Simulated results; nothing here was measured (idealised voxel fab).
The following is a process module called voxel transistor to metal.
Shown is cross-section cut, with a width of 290 nm and square cells of size 5 nm.
If you're reading a cross-section in this doc, picture square cells in a grid; it comes to you as bands, top ones listed first down to the bottom, and a band can be one or more rows of cells.
In this notation a band is specified by the heights of its top and bottom, in that order and in nm, after which its materials appear from left to right, each paired with its width in nm. The word "throughout" attached to a single material means that material fills the band from edge to edge; the word "air" stands for empty space.
Measure heights from 0. That's the level where, below it, the as-received wafer is all one material. The lowest band is bottomless and extends downward; write it as in "top 0, no bottom".
So if you see something like "30 to 40" for the width, read it as the top row of the band sitting at the first number and the bottom row at the second, with every row in between moving by the same amount as the last.
"nothing was modified" after a step means that no cell of the cross-section changed.
So "Closed cavities" is basically the list of trapped voids: any empty space of 8 cells or more that can't reach the top through an opening. They're written width x height at distance, the distance being from the left edge, and it's all nm.
after a step's settings: what the simulator itself notes on the step
"overlay nm" answers the question of how far to the right of plan the mask lay on a step that has a mask, and when it is negative the answer is to the left.
What follows is a series of pairs. Each pair shows a cross-section before one process step and the cross-section after it, and the after view is drawn only down to the lowest band that changed. Beneath each pair is the step that lies between the two, with its settings. Pairs may come from different runs of this module on the same starting wafer, so a pair continues from the one above it only where its entry headed "Before-step section" says so.
Before-step section
	top 5, bottom 0: 20 nm SiO2, then 115 nm air, then 20 nm SiO2, then 115 nm air, then 20 nm SiO2
	top 0, bottom -5: 20 nm SiO2, then 10 nm air, then 95 nm SiO2, then 10 nm air, then 20 nm SiO2, then 10 nm air, then 95 nm SiO2, then 10 nm air, then 20 nm SiO2
	top -5, bottom -10: 35 nm SiO2, then 85 nm Si, then 50 nm SiO2, then 85 nm Si, then 35 nm SiO2
	top -10, bottom -40: 30 nm SiO2, then 95 nm Si, then 40 nm SiO2, then 95 nm Si, then 30 nm SiO2
	top -40, no bottom: Si throughout
	Closed cavities: none
As Processed
	top 30, bottom 25: 20 nm polySi, then 115 nm air, then 20 nm polySi, then 115 nm air, then 20 nm polySi
	top 25, bottom 20: 20 nm polySi, then 10 nm air, then 95 nm polySi, then 10 nm air, then 20 nm polySi, then 10 nm air, then 95 nm polySi, then 10 nm air, then 20 nm polySi
	top 20, bottom 5: polySi throughout
	top 5, bottom 0: 20 nm SiO2, then 115 nm polySi, then 20 nm SiO2, then 115 nm polySi, then 20 nm SiO2
	top 0, bottom -5: 20 nm SiO2, then 10 nm polySi, then 95 nm SiO2, then 10 nm polySi, then 20 nm SiO2, then 10 nm polySi, then 95 nm SiO2, then 10 nm polySi, then 20 nm SiO2
	Below -5, no change.
	Closed cavities: none
The step carried out between the cross-section before it and the cross-section after it, both shown above, is DIRECTIONAL_DEP (material polySi; thk nm 25)
Before-step section: equal to the after panel directly above.
As Processed
	top 40, bottom 35: 20 nm SiCN, then 115 nm air, then 20 nm SiCN, then 115 nm air, then 20 nm SiCN
	top 35, bottom 30: 20 nm SiCN, then 10 nm air, then 95 nm SiCN, then 10 nm air, then 20 nm SiCN, then 10 nm air, then 95 nm SiCN, then 10 nm air, then 20 nm SiCN
	top 30, bottom 25: 20 nm polySi, then 115 nm SiCN, then 20 nm polySi, then 115 nm SiCN, then 20 nm polySi
	top 25, bottom 20: 20 nm polySi, then 10 nm SiCN, then 95 nm polySi, then 10 nm SiCN, then 20 nm polySi, then 10 nm SiCN, then 95 nm polySi, then 10 nm SiCN, then 20 nm polySi
	Below 20, no change.
	Closed cavities: none
The step carried out between the cross-section before it and the cross-section after it, both shown above, is DIRECTIONAL_DEP (material SiCN; thk nm 10)
Before-step section: equal to the after panel directly above.
As Processed
	top 35, bottom 30: 65 nm air, then 25 nm SiCN, then 110 nm air, then 25 nm SiCN, then 65 nm air
	top 30, bottom 25: 20 nm polySi, then 45 nm air, then 25 nm SiCN, then 45 nm air, then 20 nm polySi, then 45 nm air, then 25 nm SiCN, then 45 nm air, then 20 nm polySi
	top 25, bottom 20: 20 nm polySi, then 10 nm air, then 95 nm polySi, then 10 nm air, then 20 nm polySi, then 10 nm air, then 95 nm polySi, then 10 nm air, then 20 nm polySi
	Below 20, no change.
	Closed cavities: none
The step carried out between the cross-section before it and the cross-section after it, both shown above, is MASKED_ETCH (tone cover; mask id GATE; width nm 25; pitch nm 135; etch materials SiCN; depth nm 20; overlay nm 0)
Before-step section: equal to the after panel directly above.
As Processed
	top 35, bottom 25: 65 nm air, then 25 nm SiCN, then 110 nm air, then 25 nm SiCN, then 65 nm air
	top 25, bottom 5: 65 nm air, then 25 nm polySi, then 110 nm air, then 25 nm polySi, then 65 nm air
	top 5, bottom 0: 20 nm SiO2, then 45 nm air, then 25 nm polySi, then 45 nm air, then 20 nm SiO2, then 45 nm air, then 25 nm polySi, then 45 nm air, then 20 nm SiO2
	top 0, bottom -5: 20 nm SiO2, then 10 nm air, then 95 nm SiO2, then 10 nm air, then 20 nm SiO2, then 10 nm air, then 95 nm SiO2, then 10 nm air, then 20 nm SiO2
	Below -5, no change.
	Closed cavities: none
The step carried out between the cross-section before it and the cross-section after it, both shown above, is MASKED_ETCH (tone cover; mask id GATE; width nm 25; pitch nm 135; etch materials polySi; depth nm 35; overlay nm 0)
Before-step section: equal to the after panel directly above.
As Processed
	top 40, bottom 35: 60 nm air, then 35 nm SiO2, then 100 nm air, then 35 nm SiO2, then 60 nm air
	top 35, bottom 25: 60 nm air, then 5 nm SiO2, then 25 nm SiCN, then 5 nm SiO2, then 100 nm air, then 5 nm SiO2, then 25 nm SiCN, then 5 nm SiO2, then 60 nm air
	top 25, bottom 10: 60 nm air, then 5 nm SiO2, then 25 nm polySi, then 5 nm SiO2, then 100 nm air, then 5 nm SiO2, then 25 nm polySi, then 5 nm SiO2, then 60 nm air
	top 10, bottom 5: 25 nm SiO2, then 35 nm air, then 5 nm SiO2, then 25 nm polySi, then 5 nm SiO2, then 35 nm air, then 30 nm SiO2, then 35 nm air, then 5 nm SiO2, then 25 nm polySi, then 5 nm SiO2, then 35 nm air, then 25 nm SiO2
	top 5, bottom 0: 65 nm SiO2, then 25 nm polySi, then 110 nm SiO2, then 25 nm polySi, then 65 nm SiO2
	top 0, bottom -5: SiO2 throughout
	Below -5, no change.
	Closed cavities: none
The step carried out between the cross-section before it and the cross-section after it, both shown above, is CONFORMAL_DEP (material SiO2; thk nm 5)
Before-step section: equal to the after panel directly above.
As Processed
	top 35, bottom 25: 60 nm air, then 5 nm SiO2, then 25 nm SiCN, then 5 nm SiO2, then 100 nm air, then 5 nm SiO2, then 25 nm SiCN, then 5 nm SiO2, then 60 nm air
	top 25, bottom 5: 60 nm air, then 5 nm SiO2, then 25 nm polySi, then 5 nm SiO2, then 100 nm air, then 5 nm SiO2, then 25 nm polySi, then 5 nm SiO2, then 60 nm air
	top 5, bottom 0: 25 nm SiO2, then 35 nm air, then 5 nm SiO2, then 25 nm polySi, then 5 nm SiO2, then 35 nm air, then 30 nm SiO2, then 35 nm air, then 5 nm SiO2, then 25 nm polySi, then 5 nm SiO2, then 35 nm air, then 25 nm SiO2
	Below 0, no change.
	Closed cavities: none
The step carried out between the cross-section before it and the cross-section after it, both shown above, is DIRECTIONAL_ETCH (etch materials SiO2; depth nm 5)
Before-step section: equal to the after panel directly above.
As Processed
	top 45, bottom 35: 50 nm air, then 55 nm SiN, then 80 nm air, then 55 nm SiN, then 50 nm air
	top 35, bottom 25: 50 nm air, then 10 nm SiN, then 5 nm SiO2, then 25 nm SiCN, then 5 nm SiO2, then 10 nm SiN, then 80 nm air, then 10 nm SiN, then 5 nm SiO2, then 25 nm SiCN, then 5 nm SiO2, then 10 nm SiN, then 50 nm air
	top 25, bottom 15: 50 nm air, then 10 nm SiN, then 5 nm SiO2, then 25 nm polySi, then 5 nm SiO2, then 10 nm SiN, then 80 nm air, then 10 nm SiN, then 5 nm SiO2, then 25 nm polySi, then 5 nm SiO2, then 10 nm SiN, then 50 nm air
	top 15, bottom 10: 35 nm SiN, then 15 nm air, then 10 nm SiN, then 5 nm SiO2, then 25 nm polySi, then 5 nm SiO2, then 10 nm SiN, then 15 nm air, then 50 nm SiN, then 15 nm air, then 10 nm SiN, then 5 nm SiO2, then 25 nm polySi, then 5 nm SiO2, then 10 nm SiN, then 15 nm air, then 35 nm SiN
	top 10, bottom 5: 60 nm SiN, then 5 nm SiO2, then 25 nm polySi, then 5 nm SiO2, then 100 nm SiN, then 5 nm SiO2, then 25 nm polySi, then 5 nm SiO2, then 60 nm SiN
	top 5, bottom 0: 25 nm SiO2, then 35 nm SiN, then 5 nm SiO2, then 25 nm polySi, then 5 nm SiO2, then 35 nm SiN, then 30 nm SiO2, then 35 nm SiN, then 5 nm SiO2, then 25 nm polySi, then 5 nm SiO2, then 35 nm SiN, then 25 nm SiO2
	Below 0, no change.
	Closed cavities: none
The step carried out between the cross-section before it and the cross-section after it, both shown above, is CONFORMAL_DEP (material SiN; thk nm 10)
Before-step section: equal to the after panel directly above.
As Processed
	top 35, bottom 25: 50 nm air, then 10 nm SiN, then 5 nm SiO2, then 25 nm SiCN, then 5 nm SiO2, then 10 nm SiN, then 80 nm air, then 10 nm SiN, then 5 nm SiO2, then 25 nm SiCN, then 5 nm SiO2, then 10 nm SiN, then 50 nm air
	top 25, bottom 5: 50 nm air, then 10 nm SiN, then 5 nm SiO2, then 25 nm polySi, then 5 nm SiO2, then 10 nm SiN, then 80 nm air, then 10 nm SiN, then 5 nm SiO2, then 25 nm polySi, then 5 nm SiO2, then 10 nm SiN, then 50 nm air
	top 5, bottom 0: 25 nm SiO2, then 10 nm SiN, then 15 nm air, then 10 nm SiN, then 5 nm SiO2, then 25 nm polySi, then 5 nm SiO2, then 10 nm SiN, then 15 nm air, then 10 nm SiN, then 30 nm SiO2, then 10 nm SiN, then 15 nm air, then 10 nm SiN, then 5 nm SiO2, then 25 nm polySi, then 5 nm SiO2, then 10 nm SiN, then 15 nm air, then 10 nm SiN, then 25 nm SiO2
	Below 0, no change.
	Closed cavities: none
The step carried out between the cross-section before it and the cross-section after it, both shown above, is DIRECTIONAL_ETCH (etch materials SiN; depth nm 10)
Before-step section: equal to the after panel directly above.
As Processed
	top 35, bottom 30: 50 nm air, then 10 nm SiN, then 5 nm air, then 25 nm SiCN, then 5 nm air, then 10 nm SiN, then 80 nm air, then 10 nm SiN, then 5 nm air, then 25 nm SiCN, then 5 nm air, then 10 nm SiN, then 50 nm air
	top 30, bottom 25: 50 nm air, then 10 nm SiN, then 5 nm SiO2, then 25 nm SiCN, then 5 nm SiO2, then 10 nm SiN, then 80 nm air, then 10 nm SiN, then 5 nm SiO2, then 25 nm SiCN, then 5 nm SiO2, then 10 nm SiN, then 50 nm air
	top 25, bottom 5: 50 nm air, then 10 nm SiN, then 5 nm SiO2, then 25 nm polySi, then 5 nm SiO2, then 10 nm SiN, then 80 nm air, then 10 nm SiN, then 5 nm SiO2, then 25 nm polySi, then 5 nm SiO2, then 10 nm SiN, then 50 nm air
	top 5, bottom 0: 25 nm air, then 10 nm SiN, then 15 nm air, then 10 nm SiN, then 5 nm SiO2, then 25 nm polySi, then 5 nm SiO2, then 10 nm SiN, then 15 nm air, then 10 nm SiN, then 30 nm air, then 10 nm SiN, then 15 nm air, then 10 nm SiN, then 5 nm SiO2, then 25 nm polySi, then 5 nm SiO2, then 10 nm SiN, then 15 nm air, then 10 nm SiN, then 25 nm air
	top 0, bottom -5: 35 nm SiO2, then 15 nm air, then 55 nm SiO2, then 15 nm air, then 50 nm SiO2, then 15 nm air, then 55 nm SiO2, then 15 nm air, then 35 nm SiO2
	Below -5, no change.
	Closed cavities: none
The step carried out between the cross-section before it and the cross-section after it, both shown above, is DIRECTIONAL_ETCH (etch materials SiO2; depth nm 5)
Before-step section: equal to the after panel directly above.
As Processed
	top 35, bottom 30: 50 nm air, then 10 nm SiN, then 5 nm air, then 25 nm SiCN, then 5 nm air, then 10 nm SiN, then 80 nm air, then 10 nm SiN, then 5 nm air, then 25 nm SiCN, then 5 nm air, then 10 nm SiN, then 50 nm air
	top 30, bottom 25: 50 nm air, then 10 nm SiN, then 5 nm SiO2, then 25 nm SiCN, then 5 nm SiO2, then 10 nm SiN, then 80 nm air, then 10 nm SiN, then 5 nm SiO2, then 25 nm SiCN, then 5 nm SiO2, then 10 nm SiN, then 50 nm air
	top 25, bottom 5: 50 nm air, then 10 nm SiN, then 5 nm SiO2, then 25 nm polySi, then 5 nm SiO2, then 10 nm SiN, then 80 nm air, then 10 nm SiN, then 5 nm SiO2, then 25 nm polySi, then 5 nm SiO2, then 10 nm SiN, then 50 nm air
	top 5, bottom 0: 25 nm air, then 10 nm SiN, then 15 nm air, then 10 nm SiN, then 5 nm SiO2, then 25 nm polySi, then 5 nm SiO2, then 10 nm SiN, then 15 nm air, then 10 nm SiN, then 30 nm air, then 10 nm SiN, then 15 nm air, then 10 nm SiN, then 5 nm SiO2, then 25 nm polySi, then 5 nm SiO2, then 10 nm SiN, then 15 nm air, then 10 nm SiN, then 25 nm air
	top 0, bottom -5: 35 nm SiO2, then 15 nm air, then 55 nm SiO2, then 15 nm air, then 50 nm SiO2, then 15 nm air, then 55 nm SiO2, then 15 nm air, then 35 nm SiO2
	top -5, bottom -10: 35 nm SiO2, then 15 nm air, then 55 nm Si, then 15 nm air, then 50 nm SiO2, then 15 nm air, then 55 nm Si, then 15 nm air, then 35 nm SiO2
	top -10, bottom -15: 30 nm SiO2, then 5 nm Si, then 15 nm air, then 55 nm Si, then 15 nm air, then 5 nm Si, then 40 nm SiO2, then 5 nm Si, then 15 nm air, then 55 nm Si, then 15 nm air, then 5 nm Si, then 30 nm SiO2
	Below -15, no change.
	Closed cavities: none
The step carried out between the cross-section before it and the cross-section after it, both shown above, is DIRECTIONAL_ETCH (etch materials Si; depth nm 10)
Before-step section: equal to the after panel directly above.
As Processed
	top 35, bottom 30: 50 nm air, then 10 nm SiN, then 5 nm air, then 25 nm SiCN, then 5 nm air, then 10 nm SiN, then 80 nm air, then 10 nm SiN, then 5 nm air, then 25 nm SiCN, then 5 nm air, then 10 nm SiN, then 50 nm air
	top 30, bottom 25: 50 nm air, then 10 nm SiN, then 5 nm SiO2, then 25 nm SiCN, then 5 nm SiO2, then 10 nm SiN, then 80 nm air, then 10 nm SiN, then 5 nm SiO2, then 25 nm SiCN, then 5 nm SiO2, then 10 nm SiN, then 50 nm air
	top 25, bottom 10: 50 nm air, then 10 nm SiN, then 5 nm SiO2, then 25 nm polySi, then 5 nm SiO2, then 10 nm SiN, then 80 nm air, then 10 nm SiN, then 5 nm SiO2, then 25 nm polySi, then 5 nm SiO2, then 10 nm SiN, then 50 nm air
	top 10, bottom 5: 35 nm air, then 15 nm pSi, then 10 nm SiN, then 5 nm SiO2, then 25 nm polySi, then 5 nm SiO2, then 10 nm SiN, then 15 nm pSi, then 50 nm air, then 15 nm pSi, then 10 nm SiN, then 5 nm SiO2, then 25 nm polySi, then 5 nm SiO2, then 10 nm SiN, then 15 nm pSi, then 35 nm air
	top 5, bottom 0: 25 nm air, then 10 nm SiN, then 15 nm pSi, then 10 nm SiN, then 5 nm SiO2, then 25 nm polySi, then 5 nm SiO2, then 10 nm SiN, then 15 nm pSi, then 10 nm SiN, then 30 nm air, then 10 nm SiN, then 15 nm pSi, then 10 nm SiN, then 5 nm SiO2, then 25 nm polySi, then 5 nm SiO2, then 10 nm SiN, then 15 nm pSi, then 10 nm SiN, then 25 nm air
	top 0, bottom -5: 35 nm SiO2, then 15 nm pSi, then 55 nm SiO2, then 15 nm pSi, then 50 nm SiO2, then 15 nm pSi, then 55 nm SiO2, then 15 nm pSi, then 35 nm SiO2
	top -5, bottom -10: 35 nm SiO2, then 15 nm pSi, then 55 nm Si, then 15 nm pSi, then 50 nm SiO2, then 15 nm pSi, then 55 nm Si, then 15 nm pSi, then 35 nm SiO2
	top -10, bottom -15: 30 nm SiO2, then 5 nm Si, then 15 nm pSi, then 55 nm Si, then 15 nm pSi, then 5 nm Si, then 40 nm SiO2, then 5 nm Si, then 15 nm pSi, then 55 nm Si, then 15 nm pSi, then 5 nm Si, then 30 nm SiO2
	Below -15, no change.
	Closed cavities: none
The step carried out between the cross-section before it and the cross-section after it, both shown above, is EPI (material pSi; thk nm 15)
Before-step section: equal to the after panel directly above.
As Processed
	top 45, bottom 35: SiO2 throughout
	top 35, bottom 25: 50 nm SiO2, then 10 nm SiN, then 5 nm SiO2, then 25 nm SiCN, then 5 nm SiO2, then 10 nm SiN, then 80 nm SiO2, then 10 nm SiN, then 5 nm SiO2, then 25 nm SiCN, then 5 nm SiO2, then 10 nm SiN, then 50 nm SiO2
	top 25, bottom 10: 50 nm SiO2, then 10 nm SiN, then 5 nm SiO2, then 25 nm polySi, then 5 nm SiO2, then 10 nm SiN, then 80 nm SiO2, then 10 nm SiN, then 5 nm SiO2, then 25 nm polySi, then 5 nm SiO2, then 10 nm SiN, then 50 nm SiO2
	top 10, bottom 5: 35 nm SiO2, then 15 nm pSi, then 10 nm SiN, then 5 nm SiO2, then 25 nm polySi, then 5 nm SiO2, then 10 nm SiN, then 15 nm pSi, then 50 nm SiO2, then 15 nm pSi, then 10 nm SiN, then 5 nm SiO2, then 25 nm polySi, then 5 nm SiO2, then 10 nm SiN, then 15 nm pSi, then 35 nm SiO2
	top 5, bottom 0: 25 nm SiO2, then 10 nm SiN, then 15 nm pSi, then 10 nm SiN, then 5 nm SiO2, then 25 nm polySi, then 5 nm SiO2, then 10 nm SiN, then 15 nm pSi, then 10 nm SiN, then 30 nm SiO2, then 10 nm SiN, then 15 nm pSi, then 10 nm SiN, then 5 nm SiO2, then 25 nm polySi, then 5 nm SiO2, then 10 nm SiN, then 15 nm pSi, then 10 nm SiN, then 25 nm SiO2
	Below 0, no change.
	Closed cavities: none
The step carried out between the cross-section before it and the cross-section after it, both shown above, is FILL_DEP (material SiO2; thk nm 10)
Before-step section: equal to the after panel directly above.
As Processed
	top 25, bottom 10: 50 nm SiO2, then 10 nm SiN, then 5 nm SiO2, then 25 nm polySi, then 5 nm SiO2, then 10 nm SiN, then 80 nm SiO2, then 10 nm SiN, then 5 nm SiO2, then 25 nm polySi, then 5 nm SiO2, then 10 nm SiN, then 50 nm SiO2
	Below 10, no change.
	Closed cavities: none
The step carried out between the cross-section before it and the cross-section after it, both shown above, is CMP (height nm 25)
Before-step section: equal to the after panel directly above.
As Processed
	top 25, bottom 10: 50 nm SiO2, then 10 nm SiN, then 5 nm SiO2, then 25 nm air, then 5 nm SiO2, then 10 nm SiN, then 80 nm SiO2, then 10 nm SiN, then 5 nm SiO2, then 25 nm air, then 5 nm SiO2, then 10 nm SiN, then 50 nm SiO2
	top 10, bottom 5: 35 nm SiO2, then 15 nm pSi, then 10 nm SiN, then 5 nm SiO2, then 25 nm air, then 5 nm SiO2, then 10 nm SiN, then 15 nm pSi, then 50 nm SiO2, then 15 nm pSi, then 10 nm SiN, then 5 nm SiO2, then 25 nm air, then 5 nm SiO2, then 10 nm SiN, then 15 nm pSi, then 35 nm SiO2
	top 5, bottom 0: 25 nm SiO2, then 10 nm SiN, then 15 nm pSi, then 10 nm SiN, then 5 nm SiO2, then 25 nm air, then 5 nm SiO2, then 10 nm SiN, then 15 nm pSi, then 10 nm SiN, then 30 nm SiO2, then 10 nm SiN, then 15 nm pSi, then 10 nm SiN, then 5 nm SiO2, then 25 nm air, then 5 nm SiO2, then 10 nm SiN, then 15 nm pSi, then 10 nm SiN, then 25 nm SiO2
	Below 0, no change.
	Closed cavities: none
The step carried out between the cross-section before it and the cross-section after it, both shown above, is STRIP (etch materials polySi)
Before-step section: equal to the after panel directly above.
As Processed
	top 25, bottom 20: 50 nm air, then 10 nm SiN, then 35 nm air, then 10 nm SiN, then 80 nm air, then 10 nm SiN, then 35 nm air, then 10 nm SiN, then 50 nm air
	top 20, bottom 10: 50 nm SiO2, then 10 nm SiN, then 35 nm air, then 10 nm SiN, then 80 nm SiO2, then 10 nm SiN, then 35 nm air, then 10 nm SiN, then 50 nm SiO2
	top 10, bottom 5: 35 nm SiO2, then 15 nm pSi, then 10 nm SiN, then 35 nm air, then 10 nm SiN, then 15 nm pSi, then 50 nm SiO2, then 15 nm pSi, then 10 nm SiN, then 35 nm air, then 10 nm SiN, then 15 nm pSi, then 35 nm SiO2
	top 5, bottom 0: 25 nm SiO2, then 10 nm SiN, then 15 nm pSi, then 10 nm SiN, then 35 nm air, then 10 nm SiN, then 15 nm pSi, then 10 nm SiN, then 30 nm SiO2, then 10 nm SiN, then 15 nm pSi, then 10 nm SiN, then 35 nm air, then 10 nm SiN, then 15 nm pSi, then 10 nm SiN, then 25 nm SiO2
	top 0, bottom -5: 35 nm SiO2, then 15 nm pSi, then 10 nm SiO2, then 35 nm air, then 10 nm SiO2, then 15 nm pSi, then 50 nm SiO2, then 15 nm pSi, then 10 nm SiO2, then 35 nm air, then 10 nm SiO2, then 15 nm pSi, then 35 nm SiO2
	Below -5, no change.
	Closed cavities: none
The step carried out between the cross-section before it and the cross-section after it, both shown above, is SELECTIVE_ETCH (etch materials SiO2; depth nm 5)
Before-step section: equal to the after panel directly above.
As Processed
	top 30, bottom 25: 45 nm air, then 20 nm HfO2, then 25 nm air, then 20 nm HfO2, then 70 nm air, then 20 nm HfO2, then 25 nm air, then 20 nm HfO2, then 45 nm air
	top 25, bottom 20: 50 nm HfO2, then 10 nm SiN, then 5 nm HfO2, then 25 nm air, then 5 nm HfO2, then 10 nm SiN, then 80 nm HfO2, then 10 nm SiN, then 5 nm HfO2, then 25 nm air, then 5 nm HfO2, then 10 nm SiN, then 50 nm HfO2
	top 20, bottom 10: 50 nm SiO2, then 10 nm SiN, then 5 nm HfO2, then 25 nm air, then 5 nm HfO2, then 10 nm SiN, then 80 nm SiO2, then 10 nm SiN, then 5 nm HfO2, then 25 nm air, then 5 nm HfO2, then 10 nm SiN, then 50 nm SiO2
	top 10, bottom 5: 35 nm SiO2, then 15 nm pSi, then 10 nm SiN, then 5 nm HfO2, then 25 nm air, then 5 nm HfO2, then 10 nm SiN, then 15 nm pSi, then 50 nm SiO2, then 15 nm pSi, then 10 nm SiN, then 5 nm HfO2, then 25 nm air, then 5 nm HfO2, then 10 nm SiN, then 15 nm pSi, then 35 nm SiO2
	top 5, bottom 0: 25 nm SiO2, then 10 nm SiN, then 15 nm pSi, then 10 nm SiN, then 5 nm HfO2, then 25 nm air, then 5 nm HfO2, then 10 nm SiN, then 15 nm pSi, then 10 nm SiN, then 30 nm SiO2, then 10 nm SiN, then 15 nm pSi, then 10 nm SiN, then 5 nm HfO2, then 25 nm air, then 5 nm HfO2, then 10 nm SiN, then 15 nm pSi, then 10 nm SiN, then 25 nm SiO2
	top 0, bottom -5: 35 nm SiO2, then 15 nm pSi, then 10 nm SiO2, then 35 nm HfO2, then 10 nm SiO2, then 15 nm pSi, then 50 nm SiO2, then 15 nm pSi, then 10 nm SiO2, then 35 nm HfO2, then 10 nm SiO2, then 15 nm pSi, then 35 nm SiO2
	Below -5, no change.
	Closed cavities: none
The step carried out between the cross-section before it and the cross-section after it, both shown above, is CONFORMAL_DEP (material HfO2; thk nm 5)
Before-step section: equal to the after panel directly above.
As Processed
	top 35, bottom 30: 40 nm air, then 30 nm TiN, then 15 nm air, then 30 nm TiN, then 60 nm air, then 30 nm TiN, then 15 nm air, then 30 nm TiN, then 40 nm air
	top 30, bottom 25: 45 nm TiN, then 20 nm HfO2, then 5 nm TiN, then 15 nm air, then 5 nm TiN, then 20 nm HfO2, then 70 nm TiN, then 20 nm HfO2, then 5 nm TiN, then 15 nm air, then 5 nm TiN, then 20 nm HfO2, then 45 nm TiN
	top 25, bottom 20: 50 nm HfO2, then 10 nm SiN, then 5 nm HfO2, then 5 nm TiN, then 15 nm air, then 5 nm TiN, then 5 nm HfO2, then 10 nm SiN, then 80 nm HfO2, then 10 nm SiN, then 5 nm HfO2, then 5 nm TiN, then 15 nm air, then 5 nm TiN, then 5 nm HfO2, then 10 nm SiN, then 50 nm HfO2
	top 20, bottom 10: 50 nm SiO2, then 10 nm SiN, then 5 nm HfO2, then 5 nm TiN, then 15 nm air, then 5 nm TiN, then 5 nm HfO2, then 10 nm SiN, then 80 nm SiO2, then 10 nm SiN, then 5 nm HfO2, then 5 nm TiN, then 15 nm air, then 5 nm TiN, then 5 nm HfO2, then 10 nm SiN, then 50 nm SiO2
	top 10, bottom 5: 35 nm SiO2, then 15 nm pSi, then 10 nm SiN, then 5 nm HfO2, then 5 nm TiN, then 15 nm air, then 5 nm TiN, then 5 nm HfO2, then 10 nm SiN, then 15 nm pSi, then 50 nm SiO2, then 15 nm pSi, then 10 nm SiN, then 5 nm HfO2, then 5 nm TiN, then 15 nm air, then 5 nm TiN, then 5 nm HfO2, then 10 nm SiN, then 15 nm pSi, then 35 nm SiO2
	top 5, bottom 0: 25 nm SiO2, then 10 nm SiN, then 15 nm pSi, then 10 nm SiN, then 5 nm HfO2, then 25 nm TiN, then 5 nm HfO2, then 10 nm SiN, then 15 nm pSi, then 10 nm SiN, then 30 nm SiO2, then 10 nm SiN, then 15 nm pSi, then 10 nm SiN, then 5 nm HfO2, then 25 nm TiN, then 5 nm HfO2, then 10 nm SiN, then 15 nm pSi, then 10 nm SiN, then 25 nm SiO2
	Below 0, no change.
	Closed cavities: none
The step carried out between the cross-section before it and the cross-section after it, both shown above, is CONFORMAL_DEP (material TiN; thk nm 5)
Before-step section: equal to the after panel directly above.
As Processed
	top 45, bottom 35: W throughout
	top 35, bottom 30: 40 nm W, then 30 nm TiN, then 15 nm W, then 30 nm TiN, then 60 nm W, then 30 nm TiN, then 15 nm W, then 30 nm TiN, then 40 nm W
	top 30, bottom 25: 45 nm TiN, then 20 nm HfO2, then 5 nm TiN, then 15 nm W, then 5 nm TiN, then 20 nm HfO2, then 70 nm TiN, then 20 nm HfO2, then 5 nm TiN, then 15 nm W, then 5 nm TiN, then 20 nm HfO2, then 45 nm TiN
	top 25, bottom 20: 50 nm HfO2, then 10 nm SiN, then 5 nm HfO2, then 5 nm TiN, then 15 nm W, then 5 nm TiN, then 5 nm HfO2, then 10 nm SiN, then 80 nm HfO2, then 10 nm SiN, then 5 nm HfO2, then 5 nm TiN, then 15 nm W, then 5 nm TiN, then 5 nm HfO2, then 10 nm SiN, then 50 nm HfO2
	top 20, bottom 10: 50 nm SiO2, then 10 nm SiN, then 5 nm HfO2, then 5 nm TiN, then 15 nm W, then 5 nm TiN, then 5 nm HfO2, then 10 nm SiN, then 80 nm SiO2, then 10 nm SiN, then 5 nm HfO2, then 5 nm TiN, then 15 nm W, then 5 nm TiN, then 5 nm HfO2, then 10 nm SiN, then 50 nm SiO2
	top 10, bottom 5: 35 nm SiO2, then 15 nm pSi, then 10 nm SiN, then 5 nm HfO2, then 5 nm TiN, then 15 nm W, then 5 nm TiN, then 5 nm HfO2, then 10 nm SiN, then 15 nm pSi, then 50 nm SiO2, then 15 nm pSi, then 10 nm SiN, then 5 nm HfO2, then 5 nm TiN, then 15 nm W, then 5 nm TiN, then 5 nm HfO2, then 10 nm SiN, then 15 nm pSi, then 35 nm SiO2
	Below 5, no change.
	Closed cavities: none
The step carried out between the cross-section before it and the cross-section after it, both shown above, is FILL_DEP (material W; thk nm 10)
Before-step section: equal to the after panel directly above.
As Processed
	top 20, bottom 10: 50 nm SiO2, then 10 nm SiN, then 5 nm HfO2, then 5 nm TiN, then 15 nm W, then 5 nm TiN, then 5 nm HfO2, then 10 nm SiN, then 80 nm SiO2, then 10 nm SiN, then 5 nm HfO2, then 5 nm TiN, then 15 nm W, then 5 nm TiN, then 5 nm HfO2, then 10 nm SiN, then 50 nm SiO2
	Below 10, no change.
	Closed cavities: none
The step carried out between the cross-section before it and the cross-section after it, both shown above, is CMP (height nm 20)
Before-step section: equal to the after panel directly above.
As Processed
	top 30, bottom 20: SiO2 throughout
	Below 20, no change.
	Closed cavities: none
The step carried out between the cross-section before it and the cross-section after it, both shown above, is DIRECTIONAL_DEP (material SiO2; thk nm 10)
Before-step section: equal to the after panel directly above.
As Processed
	top 45, bottom 30: aC throughout
	Below 30, no change.
	Closed cavities: none
The step carried out between the cross-section before it and the cross-section after it, both shown above, is DIRECTIONAL_DEP (material aC; thk nm 15)
Before-step section: equal to the after panel directly above.
As Processed
	top 80, bottom 45: 30 nm resist, then 20 nm air, then 55 nm resist, then 20 nm air, then 40 nm resist, then 20 nm air, then 55 nm resist, then 20 nm air, then 30 nm resist
	Below 45, no change.
	Closed cavities: none
The step carried out between the cross-section before it and the cross-section after it, both shown above, is PATTERN (tone open; mask id CONTACT; material resist; width nm 20; thk nm 35; overlay nm 0)
Before-step section: equal to the after panel directly above.
As Processed
	top 65, bottom 45: 30 nm resist, then 20 nm air, then 55 nm resist, then 20 nm air, then 40 nm resist, then 20 nm air, then 55 nm resist, then 20 nm air, then 30 nm resist
	top 45, bottom 30: 30 nm aC, then 20 nm air, then 55 nm aC, then 20 nm air, then 40 nm aC, then 20 nm air, then 55 nm aC, then 20 nm air, then 30 nm aC
	Below 30, no change.
	Closed cavities: none
The step carried out between the cross-section before it and the cross-section after it, both shown above, is DIRECTIONAL_ETCH (etch materials aC; depth nm 15)
Before-step section: equal to the after panel directly above.
As Processed
	top 45, bottom 30: 30 nm aC, then 20 nm air, then 55 nm aC, then 20 nm air, then 40 nm aC, then 20 nm air, then 55 nm aC, then 20 nm air, then 30 nm aC
	Below 30, no change.
	Closed cavities: none
The step carried out between the cross-section before it and the cross-section after it, both shown above, is STRIP (etch materials resist)
